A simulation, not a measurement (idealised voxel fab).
process module | voxel gate over fins
cross-section cut | 175 nm wide | cells 5 nm
A cross-section is a grid of square cells, given in bands from the top down. A band is one or more rows of cells.
Each band's line starts with the height of the band's top and of its bottom, in nm. Then come its materials from left to right, each with its width in nm. One material with "throughout" fills the band from edge to edge. "air" is empty space.
Height 0 is the level under which the wafer as received is all one material. The lowest band goes on downwards, as in "0 down".
A width such as "30 to 40" changes by the same amount from each row of cells to the next, from the band's top row to its bottom row.
"no change" after a step means that no cell of the cross-section changed.
closed voids: empty space of 8 cells or more with no open way to the top, each as width x height at its distance from the left edge, in nm
after a step's settings: what the simulator itself notes on the step
overlay nm, on a step with a mask: how far to the right of its planned place the mask lay; to the left if negative
plan
1 op RECEIVE | material Si
2 op CONFORMAL_DEP | material SiN | thk nm 10
3 op PATTERN | tone cover | mask id FINS | material resist | width nm 15 | pitch nm 35 | thk nm 15 | overlay nm 0
4 op DIRECTIONAL_ETCH | etch materials SiN | depth nm 10
5 op DIRECTIONAL_ETCH | etch materials Si | depth nm 30
6 op STRIP | etch materials resist
7 op OXIDIZE | depth nm 5
8 op FILL_DEP | material SiO2 | thk nm 10
9 op CMP | height nm 10
10 op SELECTIVE_ETCH | etch materials SiO2 | depth nm 20
11 op STRIP | etch materials SiN
12 op CONFORMAL_DEP | material HfO2 | thk nm 5
13 op CONFORMAL_DEP | material TiN | thk nm 5
14 op CONFORMAL_DEP | material TiAl | thk nm 5
15 op CONFORMAL_DEP | material TiN | thk nm 5
16 op FILL_DEP | material W | thk nm 15
17 op CMP | height nm 30
18 op CONFORMAL_DEP | material SiN | thk nm 5
first wafer, as planned
as received, after step 1
  0 down: Si throughout
  closed voids: none
after step 2
  10 to 0: SiN throughout
  below 0: unchanged
after step 3
  25 to 10: air 25 | resist 15 | air 20 | resist 15 | air 20 | resist 15 | air 20 | resist 15 | air 30
  below 10: unchanged
after step 4
  25 to 10: air 25 | resist 15 | air 20 | resist 15 | air 20 | resist 15 | air 20 | resist 15 | air 30
  10 to 0: air 25 | SiN 15 | air 20 | SiN 15 | air 20 | SiN 15 | air 20 | SiN 15 | air 30
  below 0: unchanged
after step 5
  25 to 10: air 25 | resist 15 | air 20 | resist 15 | air 20 | resist 15 | air 20 | resist 15 | air 30
  10 to 0: air 25 | SiN 15 | air 20 | SiN 15 | air 20 | SiN 15 | air 20 | SiN 15 | air 30
  0 to -30: air 25 | Si 15 | air 20 | Si 15 | air 20 | Si 15 | air 20 | Si 15 | air 30
  below -30: unchanged
after step 6
  10 to 0: air 25 | SiN 15 | air 20 | SiN 15 | air 20 | SiN 15 | air 20 | SiN 15 | air 30
  below 0: unchanged
after step 7
  10 to 0: air 25 | SiN 15 | air 20 | SiN 15 | air 20 | SiN 15 | air 20 | SiN 15 | air 30
  0 to -30: air 25 | SiO2 5 | Si 5 | SiO2 5 | air 20 | SiO2 5 | Si 5 | SiO2 5 | air 20 | SiO2 5 | Si 5 | SiO2 5 | air 20 | SiO2 5 | Si 5 | SiO2 5 | air 30
  -30 to -35: SiO2 30 | Si 5 | SiO2 30 | Si 5 | SiO2 30 | Si 5 | SiO2 30 | Si 5 | SiO2 35
  below -35: unchanged
after step 8
  20 to 10: SiO2 throughout
  10 to 0: SiO2 25 | SiN 15 | SiO2 20 | SiN 15 | SiO2 20 | SiN 15 | SiO2 20 | SiN 15 | SiO2 30
  0 to -35: SiO2 30 | Si 5 | SiO2 30 | Si 5 | SiO2 30 | Si 5 | SiO2 30 | Si 5 | SiO2 35
  below -35: unchanged
after step 9
  10 to 0: SiO2 25 | SiN 15 | SiO2 20 | SiN 15 | SiO2 20 | SiN 15 | SiO2 20 | SiN 15 | SiO2 30
  below 0: unchanged
after step 10
  10 to 0: air 25 | SiN 15 | air 20 | SiN 15 | air 20 | SiN 15 | air 20 | SiN 15 | air 30
  0 to -10: air 30 | Si 5 | air 30 | Si 5 | air 30 | Si 5 | air 30 | Si 5 | air 35
  below -10: unchanged
after step 11
  0 to -10: air 30 | Si 5 | air 30 | Si 5 | air 30 | Si 5 | air 30 | Si 5 | air 35
  below -10: unchanged
after step 12
  5 to 0: air 25 | HfO2 15 | air 20 | HfO2 15 | air 20 | HfO2 15 | air 20 | HfO2 15 | air 30
  0 to -5: air 25 | HfO2 5 | Si 5 | HfO2 5 | air 20 | HfO2 5 | Si 5 | HfO2 5 | air 20 | HfO2 5 | Si 5 | HfO2 5 | air 20 | HfO2 5 | Si 5 | HfO2 5 | air 30
  -5 to -10: HfO2 30 | Si 5 | HfO2 30 | Si 5 | HfO2 30 | Si 5 | HfO2 30 | Si 5 | HfO2 35
  below -10: unchanged
after step 13
  10 to 5: air 20 | TiN 25 | air 10 | TiN 25 | air 10 | TiN 25 | air 10 | TiN 25 | air 25
  5 to 0: air 20 | TiN 5 | HfO2 15 | TiN 5 | air 10 | TiN 5 | HfO2 15 | TiN 5 | air 10 | TiN 5 | HfO2 15 | TiN 5 | air 10 | TiN 5 | HfO2 15 | TiN 5 | air 25
  0 to -5: TiN 25 | HfO2 5 | Si 5 | HfO2 5 | TiN 20 | HfO2 5 | Si 5 | HfO2 5 | TiN 20 | HfO2 5 | Si 5 | HfO2 5 | TiN 20 | HfO2 5 | Si 5 | HfO2 5 | TiN 30
  below -5: unchanged
after step 14
  15 to 10: air 15 | TiAl 140 | air 20
  10 to 5: air 15 | TiAl 5 | TiN 25 | TiAl 10 | TiN 25 | TiAl 10 | TiN 25 | TiAl 10 | TiN 25 | TiAl 5 | air 20
  5 to 0: TiAl 20 | TiN 5 | HfO2 15 | TiN 5 | TiAl 10 | TiN 5 | HfO2 15 | TiN 5 | TiAl 10 | TiN 5 | HfO2 15 | TiN 5 | TiAl 10 | TiN 5 | HfO2 15 | TiN 5 | TiAl 25
  below 0: unchanged
after step 15
  20 to 15: air 10 | TiN 150 | air 15
  15 to 10: air 10 | TiN 5 | TiAl 140 | TiN 5 | air 15
  10 to 5: TiN 15 | TiAl 5 | TiN 25 | TiAl 10 | TiN 25 | TiAl 10 | TiN 25 | TiAl 10 | TiN 25 | TiAl 5 | TiN 20
  below 5: unchanged
after step 16
  35 to 20: W throughout
  20 to 15: W 10 | TiN 150 | W 15
  15 to 10: W 10 | TiN 5 | TiAl 140 | TiN 5 | W 15
  below 10: unchanged
after step 17
  30 to 20: W throughout
  below 20: unchanged
after step 18
  35 to 30: SiN throughout
  below 30: unchanged
second wafer: like start, like plan, one mistake. Through step 2 it matches the first wafer
when step 3 should have ended
  25 to 10: resist 25 | air 15 | resist 20 | air 15 | resist 20 | air 15 | resist 20 | air 15 | resist 30
  below 10: unchanged
when step 4 should have ended
  25 to 10: resist 25 | air 15 | resist 20 | air 15 | resist 20 | air 15 | resist 20 | air 15 | resist 30
  10 to 0: SiN 25 | air 15 | SiN 20 | air 15 | SiN 20 | air 15 | SiN 20 | air 15 | SiN 30
  below 0: unchanged
when step 5 should have ended
  25 to 10: resist 25 | air 15 | resist 20 | air 15 | resist 20 | air 15 | resist 20 | air 15 | resist 30
  10 to 0: SiN 25 | air 15 | SiN 20 | air 15 | SiN 20 | air 15 | SiN 20 | air 15 | SiN 30
  0 to -30: Si 25 | air 15 | Si 20 | air 15 | Si 20 | air 15 | Si 20 | air 15 | Si 30
  below -30: unchanged
when step 6 should have ended
  10 to 0: SiN 25 | air 15 | SiN 20 | air 15 | SiN 20 | air 15 | SiN 20 | air 15 | SiN 30
  below 0: unchanged
when step 7 should have ended
  10 to 0: SiN 25 | air 15 | SiN 20 | air 15 | SiN 20 | air 15 | SiN 20 | air 15 | SiN 30
  0 to -30: Si 20 | SiO2 5 | air 15 | SiO2 5 | Si 10 | SiO2 5 | air 15 | SiO2 5 | Si 10 | SiO2 5 | air 15 | SiO2 5 | Si 10 | SiO2 5 | air 15 | SiO2 5 | Si 25
  -30 to -35: Si 20 | SiO2 25 | Si 10 | SiO2 25 | Si 10 | SiO2 25 | Si 10 | SiO2 25 | Si 25
  below -35: unchanged
when step 8 should have ended
  20 to 10: SiO2 throughout
  10 to 0: SiN 25 | SiO2 15 | SiN 20 | SiO2 15 | SiN 20 | SiO2 15 | SiN 20 | SiO2 15 | SiN 30
  0 to -35: Si 20 | SiO2 25 | Si 10 | SiO2 25 | Si 10 | SiO2 25 | Si 10 | SiO2 25 | Si 25
  below -35: unchanged
when step 9 should have ended
  10 to 0: SiN 25 | SiO2 15 | SiN 20 | SiO2 15 | SiN 20 | SiO2 15 | SiN 20 | SiO2 15 | SiN 30
  below 0: unchanged
when step 10 should have ended
  10 to 0: SiN 25 | air 15 | SiN 20 | air 15 | SiN 20 | air 15 | SiN 20 | air 15 | SiN 30
  0 to -10: Si 20 | air 25 | Si 10 | air 25 | Si 10 | air 25 | Si 10 | air 25 | Si 25
  below -10: unchanged
when step 11 should have ended
  0 to -10: Si 20 | air 25 | Si 10 | air 25 | Si 10 | air 25 | Si 10 | air 25 | Si 25
  below -10: unchanged
when step 12 should have ended
  5 to 0: HfO2 25 | air 15 | HfO2 20 | air 15 | HfO2 20 | air 15 | HfO2 20 | air 15 | HfO2 30
  0 to -5: Si 20 | HfO2 5 | air 15 | HfO2 5 | Si 10 | HfO2 5 | air 15 | HfO2 5 | Si 10 | HfO2 5 | air 15 | HfO2 5 | Si 10 | HfO2 5 | air 15 | HfO2 5 | Si 25
  -5 to -10: Si 20 | HfO2 25 | Si 10 | HfO2 25 | Si 10 | HfO2 25 | Si 10 | HfO2 25 | Si 25
  below -10: unchanged
when step 13 should have ended
  10 to 5: TiN 30 | air 5 | TiN 30 | air 5 | TiN 30 | air 5 | TiN 30 | air 5 | TiN 35
  5 to 0: HfO2 25 | TiN 5 | air 5 | TiN 5 | HfO2 20 | TiN 5 | air 5 | TiN 5 | HfO2 20 | TiN 5 | air 5 | TiN 5 | HfO2 20 | TiN 5 | air 5 | TiN 5 | HfO2 30
  0 to -5: Si 20 | HfO2 5 | TiN 15 | HfO2 5 | Si 10 | HfO2 5 | TiN 15 | HfO2 5 | Si 10 | HfO2 5 | TiN 15 | HfO2 5 | Si 10 | HfO2 5 | TiN 15 | HfO2 5 | Si 25
  below -5: unchanged
when step 14 should have ended
  15 to 10: TiAl throughout
  10 to 5: TiN 30 | TiAl 5 | TiN 30 | TiAl 5 | TiN 30 | TiAl 5 | TiN 30 | TiAl 5 | TiN 35
  5 to 0: HfO2 25 | TiN 5 | TiAl 5 | TiN 5 | HfO2 20 | TiN 5 | TiAl 5 | TiN 5 | HfO2 20 | TiN 5 | TiAl 5 | TiN 5 | HfO2 20 | TiN 5 | TiAl 5 | TiN 5 | HfO2 30
  below 0: unchanged
when step 15 should have ended
  20 to 15: TiN throughout
  below 15: unchanged
when step 16 should have ended
  35 to 20: W throughout
  below 20: unchanged
when step 17 should have ended
  30 to 20: W throughout
  below 20: unchanged
when step 18 should have ended
  35 to 30: SiN throughout
  below 30: unchanged
what went wrong: step 3 ran as: op PATTERN | tone open | mask id FINS | material resist | width nm 15 | pitch nm 35 | thk nm 15 | overlay nm 0
at the end the second wafer has, in cells: 77 more of Si | 55 fewer of SiO2 | 8 fewer of TiAl | 4 fewer of TiN | 10 fewer of W
